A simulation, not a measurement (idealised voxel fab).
This is a process module. Its name is voxel fin reveal.
The cross-section shown here is cut; it is 270 nm wide and divided into square cells measuring 5 nm on a side.
Each cross-section below is a grid of square cells, stated as bands in top-down order, with one or more rows of cells making up each band. Band: top height; bottom height; in nm. Then, left to right: material with width in nm, for each material. "all across": a single material spanning edge to edge. "empty": empty space. It should be noted that heights are counted from 0, beneath which the wafer as supplied is of one material throughout, and that the lowest band possesses no lower boundary but continues downward, as written in "0 down". Think of "30..40" as a width that walks from the first number to the second as you go down the band, top row to bottom row, taking equal-sized steps from row to row. Where a step carries "all unchanged", the cross-section came out of it unchanged, cell for cell. "Fully sealed voids": empty spaces of 8 cells or more with no open way to the top, each given as width x height at distance, distance from the left edge, all in nm. The remark found on a step's line after its settings is issued by the simulator itself and pertains to that step. overlay nm: mask right of planned place by this much (step with mask). Neg. = left.

Listed below are the process steps as planned:
step 1: RECEIVE,material Si
step 2: CONFORMAL_DEP,material SiN,thk nm 10
step 3: PATTERN,tone cover,mask id FINS,material resist,width nm 15,pitch nm 45,thk nm 20,overlay nm 0
step 4: DIRECTIONAL_ETCH,etch materials SiN,depth nm 10
step 5: DIRECTIONAL_ETCH,etch materials Si,depth nm 40
step 6: STRIP,etch materials resist
step 7: OXIDIZE,depth nm 5
step 8: FILL_DEP,material SiO2,thk nm 15
step 9: CMP,height nm 10
step 10: SELECTIVE_ETCH,etch materials SiO2,depth nm 40
step 11: STRIP,etch materials SiN
step 12: CONFORMAL_DEP,material SiO2,thk nm 5

As-received wafer cross-section (after step 1):
  0 down = Si all across
  Fully sealed voids: none

The first of two wafers, cross-sectioned at the end of the module, with the run proceeding as planned:
  5 to 0 = empty 105 | SiO2 15 | empty 30 | SiO2 15 | empty 105
  0 to -25 = empty 105 | SiO2 5 | Si 5 | SiO2 5 | empty 30 | SiO2 5 | Si 5 | SiO2 5 | empty 105
  -25 to -45 = SiO2 110 | Si 5 | SiO2 40 | Si 5 | SiO2 110
  -45 down = Si all across
  Fully sealed voids: none

Here is the second of the two wafers cut open at the end of the module - same start, same plan as the first one, but we made one mistake running it:
  15 to 10 = empty 100 | SiO2 25 | empty 20 | SiO2 25 | empty 100
  10 to 0 = empty 100 | SiO2 5 | SiN 15 | SiO2 5 | empty 20 | SiO2 5 | SiN 15 | SiO2 5 | empty 100
  0 to -5 = empty 100 | SiO2 10 | Si 5 | SiO2 10 | empty 20 | SiO2 10 | Si 5 | SiO2 10 | empty 100
  -5 to -40 = empty 105 | SiO2 5 | Si 5 | SiO2 5 | empty 30 | SiO2 5 | Si 5 | SiO2 5 | empty 105
  -40 to -45 = SiO2 110 | Si 5 | SiO2 40 | Si 5 | SiO2 110
  -45 down = Si all across
  Fully sealed voids: none
What was the processing mistake? heads up, step 11 didn't go per plan, it actually ran as STRIP,etch materials SiO2
Materials where the second wafer ends with more or fewer cells than the first: SiN +12; SiO2 -128
